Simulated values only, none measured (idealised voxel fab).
Proc. module: voxel released beams
We display cut, a cross-section 255 nm in width whose square cells are each 5 nm.
A cross-section is written here as square cells arranged in a grid, and it is given in bands from the top down, each band taking up one or more rows of cells.
Top, bottom (nm), then materials left to right with widths (nm); lone material tagged "everywhere" fills the whole band edge to edge; "air" = empty space.
Measure heights from 0. That's the level where, below it, the as-received wafer is all one material. The lowest band is bottomless and extends downward; write it as in "z 0 and below".
It should be noted that a width expressed as "30 to 40" varies in equal increments from row to row of cells within the band, taking the value of the first number at the top row and that of the second number at the bottom row.
Any step labelled "left unchanged" changed none of the cells in the cross-section.
Entry "Entrapped void list". Content: empty spaces with no open connection to the top, size 8 cells or greater. Each: width x height at distance. Distance: from left edge. Unit: nm.
It should be noted that, on the line of a given step, the content following the step's settings is a remark produced by the simulator itself with respect to that step.
A step line may carry the setting "overlay nm", which, for steps involving a mask, states the distance by which the mask lay to the right of its intended position; negative values denote displacement to the left.

[Here's what the planned process steps look like]
1. RECEIVE, material Si
2. CONFORMAL_DEP, material Al2O3, thk nm 5
3. DIRECTIONAL_DEP, material SiO2, thk nm 20
4. PATTERN, tone open, mask id ANCHOR, material resist, width nm 35, thk nm 20, overlay nm 0
5. DIRECTIONAL_ETCH, etch materials SiO2, depth nm 20
6. STRIP, etch materials resist
7. CONFORMAL_DEP, material SiN, thk nm 15
8. MASKED_ETCH, tone cover, mask id BEAM, width nm 120, etch materials SiN, depth nm 15, overlay nm 0
9. STRIP, etch materials SiO2

[Cross-sectional view of the wafer in its as-received condition, corresponding to the state after step 1]
> z 0 and below  Si everywhere
> Entrapped void list: none

[The cross-section shown corresponds to the wafer at the conclusion of the module. The initial structure and the process plan are those presented above; however, one mistake occurred in executing the plan]
> z 40 to 25  65 nm air, 120 nm SiN, 70 nm air
> z 25 to 20  Al2O3 everywhere
> z 20 to 0  SiO2 everywhere
> z 0 and below  Si everywhere
> Entrapped void list: none
Deviation from plan: the processing plan was not followed for steps 2 and 3, which were run with their positions exchanged
